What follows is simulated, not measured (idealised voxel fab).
voxel capacitor over wiring: a process module
The width of the displayed cross-section, cut, is 165 nm; its cells are square, with a size of 5 nm.
Cross-sections here: square-cell grids, written as top-down lists of bands, a band being one or more rows of cells.
Each band's line starts with the height of the band's top and of its bottom, in nm. Then come its materials from left to right, each with its width in nm. One material with "throughout" fills the band from edge to edge. "air" is empty space.
Counting heights begins at 0, where everything beneath is, in the wafer as received, one material. The lowest band has no bottom; it goes on downwards, as "0 nm and below" shows.
The width entry "30..40" should be interpreted row by row: the top row of cells in the band takes the first number, the bottom row takes the second number, and the change between adjacent rows is uniform throughout.
Basically "nothing changed" means that step didn't change any cell in the cross-section.
Closed empty spaces (no open way to the top) of 8 cells or more are what "Closed void entries" lists, each as width x height at distance from the left edge, nm for all three.
after a step's settings: what the simulator itself notes on the step
"overlay nm" denotes, for a step that has a mask, the displacement of the mask to the right of its planned place, with negative values corresponding to the left.
**List of planned process steps**
1 RECEIVE,material Si
2 CONFORMAL_DEP,material SiO2,thk nm 10
3 DIRECTIONAL_DEP,material TiN,thk nm 5
4 DIRECTIONAL_DEP,material W,thk nm 15
5 MASKED_ETCH,tone cover,mask id METAL_1,width nm 25,pitch nm 75,etch materials W,depth nm 15,overlay nm 0
6 MASKED_ETCH,tone cover,mask id METAL_1,width nm 25,pitch nm 75,etch materials TiN,depth nm 5,overlay nm 0
7 FILL_DEP,material lowk,thk nm 5
8 CMP,height nm 30
9 CONFORMAL_DEP,material SiCN,thk nm 5
10 DIRECTIONAL_DEP,material lowk,thk nm 20
11 PATTERN,tone open,mask id PLUG_1,material resist,width nm 15,thk nm 15,overlay nm 0
12 DIRECTIONAL_ETCH,etch materials lowk,depth nm 20
13 DIRECTIONAL_ETCH,etch materials SiCN,depth nm 5
14 STRIP,etch materials resist
15 EPI,material Ru,thk nm 10
16 EPI,material Ru,thk nm 10
17 EPI,material Ru,thk nm 5
18 DIRECTIONAL_DEP,material TiN,thk nm 5
19 DIRECTIONAL_DEP,material HfO2,thk nm 5
20 DIRECTIONAL_DEP,material TiN,thk nm 5
21 PATTERN,tone cover,mask id UPPER_PLATE,material resist,width nm 55,thk nm 15,overlay nm 0
22 DIRECTIONAL_ETCH,etch materials TiN,depth nm 5
23 DIRECTIONAL_ETCH,etch materials HfO2,depth nm 5
24 STRIP,etch materials resist
25 PATTERN,tone cover,mask id LOWER_PLATE,material resist,width nm 65,thk nm 15,overlay nm 0
26 DIRECTIONAL_ETCH,etch materials TiN,depth nm 5
27 STRIP,etch materials resist
28 FILL_DEP,material SiO2,thk nm 15
29 CMP,height nm 80
30 PATTERN,tone open,mask id PLUG_2,material resist,width nm 15,thk nm 15,overlay nm 0
31 DIRECTIONAL_ETCH,etch materials SiO2,depth nm 10
32 STRIP,etch materials resist
33 CONFORMAL_DEP,material TiN,thk nm 5
34 FILL_DEP,material Ru,thk nm 5
35 CMP,height nm 80
36 CONFORMAL_DEP,material SiCN,thk nm 5
**The following pertains to the first of two wafers, which was processed as planned**
**Delivered wafer in cross-section: state after step 1**
0 nm and below | Si throughout
Closed void entries: none
**Sectional view: wafer, after step 2**
10 nm to 0 nm | SiO2 throughout
below 0: unchanged
**Sectional view: wafer, after step 3**
15 nm to 10 nm | TiN throughout
below 10: unchanged
**Sectional view: wafer, after step 4**
30 nm to 15 nm | W throughout
below 15: unchanged
**Sectional view: wafer, after step 5**
30 nm to 15 nm | air 30 nm | W 25 nm | air 50 nm | W 25 nm | air 35 nm
below 15: unchanged
**Sectional view: wafer, after step 6**
30 nm to 15 nm | air 30 nm | W 25 nm | air 50 nm | W 25 nm | air 35 nm
15 nm to 10 nm | air 30 nm | TiN 25 nm | air 50 nm | TiN 25 nm | air 35 nm
below 10: unchanged
**Sectional view: wafer, after step 7**
35 nm to 30 nm | lowk throughout
30 nm to 15 nm | lowk 30 nm | W 25 nm | lowk 50 nm | W 25 nm | lowk 35 nm
15 nm to 10 nm | lowk 30 nm | TiN 25 nm | lowk 50 nm | TiN 25 nm | lowk 35 nm
below 10: unchanged
**Sectional view: wafer, after step 8**
30 nm to 15 nm | lowk 30 nm | W 25 nm | lowk 50 nm | W 25 nm | lowk 35 nm
below 15: unchanged
**Sectional view: wafer, after step 9**
35 nm to 30 nm | SiCN throughout
below 30: unchanged
**Sectional view: wafer, after step 10**
55 nm to 35 nm | lowk throughout
below 35: unchanged
**Sectional view: wafer, after step 11**
70 nm to 55 nm | resist 40 nm | air 15 nm | resist 110 nm
below 55: unchanged
**Sectional view: wafer, after step 12**
70 nm to 55 nm | resist 40 nm | air 15 nm | resist 110 nm
55 nm to 35 nm | lowk 40 nm | air 15 nm | lowk 110 nm
below 35: unchanged
**Sectional view: wafer, after step 13**
70 nm to 55 nm | resist 40 nm | air 15 nm | resist 110 nm
55 nm to 35 nm | lowk 40 nm | air 15 nm | lowk 110 nm
35 nm to 30 nm | SiCN 40 nm | air 15 nm | SiCN 110 nm
below 30: unchanged
**Sectional view: wafer, after step 14**
55 nm to 35 nm | lowk 40 nm | air 15 nm | lowk 110 nm
below 35: unchanged
**Sectional view: wafer, after step 15**
55 nm to 40 nm | lowk 40 nm | air 15 nm | lowk 110 nm
40 nm to 35 nm | lowk 40 nm | Ru 15 nm | lowk 110 nm
35 nm to 30 nm | SiCN 40 nm | Ru 15 nm | SiCN 110 nm
below 30: unchanged
**Sectional view: wafer, after step 16**
55 nm to 50 nm | lowk 40 nm | air 15 nm | lowk 110 nm
50 nm to 35 nm | lowk 40 nm | Ru 15 nm | lowk 110 nm
below 35: unchanged
**Sectional view: wafer, after step 17**
55 nm to 35 nm | lowk 40 nm | Ru 15 nm | lowk 110 nm
below 35: unchanged
**Sectional view: wafer, after step 18**
60 nm to 55 nm | TiN throughout
below 55: unchanged
**Sectional view: wafer, after step 19**
65 nm to 60 nm | HfO2 throughout
below 60: unchanged
**Sectional view: wafer, after step 20**
70 nm to 65 nm | TiN throughout
below 65: unchanged
**Sectional view: wafer, after step 21**
85 nm to 70 nm | air 40 nm | resist 55 nm | air 70 nm
below 70: unchanged
**Sectional view: wafer, after step 22**
85 nm to 70 nm | air 40 nm | resist 55 nm | air 70 nm
70 nm to 65 nm | air 40 nm | TiN 55 nm | air 70 nm
below 65: unchanged
**Sectional view: wafer, after step 23**
85 nm to 70 nm | air 40 nm | resist 55 nm | air 70 nm
70 nm to 65 nm | air 40 nm | TiN 55 nm | air 70 nm
65 nm to 60 nm | air 40 nm | HfO2 55 nm | air 70 nm
below 60: unchanged
**Sectional view: wafer, after step 24**
70 nm to 65 nm | air 40 nm | TiN 55 nm | air 70 nm
below 65: unchanged
**Sectional view: wafer, after step 25**
85 nm to 70 nm | air 35 nm | resist 65 nm | air 65 nm
70 nm to 65 nm | air 35 nm | resist 5 nm | TiN 55 nm | resist 5 nm | air 65 nm
65 nm to 60 nm | air 35 nm | resist 5 nm | HfO2 55 nm | resist 5 nm | air 65 nm
below 60: unchanged
**Sectional view: wafer, after step 26**
85 nm to 70 nm | air 35 nm | resist 65 nm | air 65 nm
70 nm to 65 nm | air 35 nm | resist 5 nm | TiN 55 nm | resist 5 nm | air 65 nm
65 nm to 60 nm | air 35 nm | resist 5 nm | HfO2 55 nm | resist 5 nm | air 65 nm
60 nm to 55 nm | air 35 nm | TiN 65 nm | air 65 nm
below 55: unchanged
**Sectional view: wafer, after step 27**
70 nm to 65 nm | air 40 nm | TiN 55 nm | air 70 nm
65 nm to 60 nm | air 40 nm | HfO2 55 nm | air 70 nm
below 60: unchanged
**Sectional view: wafer, after step 28**
85 nm to 70 nm | SiO2 throughout
70 nm to 65 nm | SiO2 40 nm | TiN 55 nm | SiO2 70 nm
65 nm to 60 nm | SiO2 40 nm | HfO2 55 nm | SiO2 70 nm
60 nm to 55 nm | SiO2 35 nm | TiN 65 nm | SiO2 65 nm
below 55: unchanged
**Sectional view: wafer, after step 29**
80 nm to 70 nm | SiO2 throughout
below 70: unchanged
**Sectional view: wafer, after step 30**
95 nm to 80 nm | resist 50 nm | air 15 nm | resist 100 nm
below 80: unchanged
**Sectional view: wafer, after step 31**
95 nm to 80 nm | resist 50 nm | air 15 nm | resist 100 nm
80 nm to 70 nm | SiO2 50 nm | air 15 nm | SiO2 100 nm
below 70: unchanged
**Sectional view: wafer, after step 32**
80 nm to 70 nm | SiO2 50 nm | air 15 nm | SiO2 100 nm
below 70: unchanged
**Sectional view: wafer, after step 33**
85 nm to 80 nm | TiN 55 nm | air 5 nm | TiN 105 nm
80 nm to 75 nm | SiO2 50 nm | TiN 5 nm | air 5 nm | TiN 5 nm | SiO2 100 nm
75 nm to 65 nm | SiO2 50..40 nm | TiN 15..55 nm | SiO2 100..70 nm
below 65: unchanged
**Sectional view: wafer, after step 34**
90 nm to 85 nm | Ru throughout
85 nm to 80 nm | TiN 55 nm | Ru 5 nm | TiN 105 nm
80 nm to 75 nm | SiO2 50 nm | TiN 5 nm | Ru 5 nm | TiN 5 nm | SiO2 100 nm
below 75: unchanged
**Sectional view: wafer, after step 35**
80 nm to 75 nm | SiO2 50 nm | TiN 5 nm | Ru 5 nm | TiN 5 nm | SiO2 100 nm
below 75: unchanged
**Sectional view: wafer, after step 36**
85 nm to 80 nm | SiCN throughout
below 80: unchanged
**Now the other wafer: same start, same recipe, but we messed up one thing when running it. Up to and including step 14 it's the same as the first one**
**Second wafer shown in cross-section at the time step 16 was slated to end**
60 nm to 55 nm | air 35 nm | Ru 25 nm | air 105 nm
55 nm to 35 nm | lowk 40 nm | Ru 15 nm | lowk 110 nm
35 nm to 30 nm | SiCN 40 nm | Ru 15 nm | SiCN 110 nm
below 30: unchanged
**Second wafer shown in cross-section at the time step 17 was slated to end**
65 nm to 55 nm | air 30 nm | Ru 35 nm | air 100 nm
below 55: unchanged
**Second wafer shown in cross-section at the time step 18 was slated to end**
70 nm to 65 nm | air 30 nm | TiN 35 nm | air 100 nm
65 nm to 60 nm | air 30 nm | Ru 35 nm | air 100 nm
60 nm to 55 nm | TiN 30 nm | Ru 35 nm | TiN 100 nm
below 55: unchanged
**Second wafer shown in cross-section at the time step 19 was slated to end**
75 nm to 70 nm | air 30 nm | HfO2 35 nm | air 100 nm
70 nm to 65 nm | air 30 nm | TiN 35 nm | air 100 nm
65 nm to 60 nm | HfO2 30 nm | Ru 35 nm | HfO2 100 nm
below 60: unchanged
**Second wafer shown in cross-section at the time step 20 was slated to end**
80 nm to 75 nm | air 30 nm | TiN 35 nm | air 100 nm
75 nm to 70 nm | air 30 nm | HfO2 35 nm | air 100 nm
70 nm to 65 nm | TiN throughout
below 65: unchanged
**Second wafer shown in cross-section at the time step 21 was slated to end**
95 nm to 80 nm | air 40 nm | resist 55 nm | air 70 nm
80 nm to 75 nm | air 30 nm | TiN 35 nm | resist 30 nm | air 70 nm
75 nm to 70 nm | air 30 nm | HfO2 35 nm | resist 30 nm | air 70 nm
below 70: unchanged
**Second wafer shown in cross-section at the time step 22 was slated to end**
95 nm to 80 nm | air 40 nm | resist 55 nm | air 70 nm
80 nm to 75 nm | air 40 nm | TiN 25 nm | resist 30 nm | air 70 nm
75 nm to 70 nm | air 30 nm | HfO2 35 nm | resist 30 nm | air 70 nm
70 nm to 65 nm | air 30 nm | TiN 65 nm | air 70 nm
below 65: unchanged
**Second wafer shown in cross-section at the time step 23 was slated to end**
95 nm to 80 nm | air 40 nm | resist 55 nm | air 70 nm
80 nm to 75 nm | air 40 nm | TiN 25 nm | resist 30 nm | air 70 nm
75 nm to 70 nm | air 40 nm | HfO2 25 nm | resist 30 nm | air 70 nm
70 nm to 65 nm | air 30 nm | TiN 65 nm | air 70 nm
65 nm to 60 nm | air 30 nm | Ru 35 nm | HfO2 30 nm | air 70 nm
below 60: unchanged
**Second wafer shown in cross-section at the time step 24 was slated to end**
80 nm to 75 nm | air 40 nm | TiN 25 nm | air 100 nm
75 nm to 70 nm | air 40 nm | HfO2 25 nm | air 100 nm
below 70: unchanged
**Second wafer shown in cross-section at the time step 25 was slated to end**
95 nm to 80 nm | air 35 nm | resist 65 nm | air 65 nm
80 nm to 75 nm | air 35 nm | resist 5 nm | TiN 25 nm | resist 35 nm | air 65 nm
75 nm to 70 nm | air 35 nm | resist 5 nm | HfO2 25 nm | resist 35 nm | air 65 nm
70 nm to 65 nm | air 30 nm | TiN 65 nm | resist 5 nm | air 65 nm
65 nm to 60 nm | air 30 nm | Ru 35 nm | HfO2 30 nm | resist 5 nm | air 65 nm
below 60: unchanged
**Second wafer shown in cross-section at the time step 26 was slated to end**
95 nm to 80 nm | air 35 nm | resist 65 nm | air 65 nm
80 nm to 75 nm | air 35 nm | resist 5 nm | TiN 25 nm | resist 35 nm | air 65 nm
75 nm to 70 nm | air 35 nm | resist 5 nm | HfO2 25 nm | resist 35 nm | air 65 nm
70 nm to 65 nm | air 35 nm | TiN 60 nm | resist 5 nm | air 65 nm
65 nm to 60 nm | air 30 nm | Ru 35 nm | HfO2 30 nm | resist 5 nm | air 65 nm
60 nm to 55 nm | air 30 nm | Ru 35 nm | TiN 35 nm | air 65 nm
below 55: unchanged
**Second wafer shown in cross-section at the time step 27 was slated to end**
80 nm to 75 nm | air 40 nm | TiN 25 nm | air 100 nm
75 nm to 70 nm | air 40 nm | HfO2 25 nm | air 100 nm
70 nm to 65 nm | air 35 nm | TiN 60 nm | air 70 nm
65 nm to 60 nm | air 30 nm | Ru 35 nm | HfO2 30 nm | air 70 nm
below 60: unchanged
**Second wafer shown in cross-section at the time step 28 was slated to end**
95 nm to 80 nm | SiO2 throughout
80 nm to 75 nm | SiO2 40 nm | TiN 25 nm | SiO2 100 nm
75 nm to 70 nm | SiO2 40 nm | HfO2 25 nm | SiO2 100 nm
70 nm to 65 nm | SiO2 35 nm | TiN 60 nm | SiO2 70 nm
65 nm to 60 nm | SiO2 30 nm | Ru 35 nm | HfO2 30 nm | SiO2 70 nm
60 nm to 55 nm | SiO2 30 nm | Ru 35 nm | TiN 35 nm | SiO2 65 nm
below 55: unchanged
**Second wafer shown in cross-section at the time step 29 was slated to end**
80 nm to 75 nm | SiO2 40 nm | TiN 25 nm | SiO2 100 nm
below 75: unchanged
**Second wafer shown in cross-section at the time step 30 was slated to end**
95 nm to 80 nm | resist 50 nm | air 15 nm | resist 100 nm
below 80: unchanged
Second wafer shown in cross-section at the time step 31 was slated to end: nothing changed
**Second wafer shown in cross-section at the time step 32 was slated to end**
80 nm to 75 nm | SiO2 40 nm | TiN 25 nm | SiO2 100 nm
below 75: unchanged
**Second wafer shown in cross-section at the time step 33 was slated to end**
85 nm to 80 nm | TiN throughout
below 80: unchanged
**Second wafer shown in cross-section at the time step 34 was slated to end**
90 nm to 85 nm | Ru throughout
below 85: unchanged
**Second wafer shown in cross-section at the time step 35 was slated to end**
80 nm to 75 nm | SiO2 40 nm | TiN 25 nm | SiO2 100 nm
below 75: unchanged
**Second wafer shown in cross-section at the time step 36 was slated to end**
85 nm to 80 nm | SiCN throughout
below 80: unchanged
Processing error: one of the matching steps 15 and 16 was carried out twice, and there is no way to identify which
At the finish, the second wafer shows more or fewer cells for some materials than the first does: 13 more of Ru | 8 fewer of SiO2 | 5 fewer of TiN
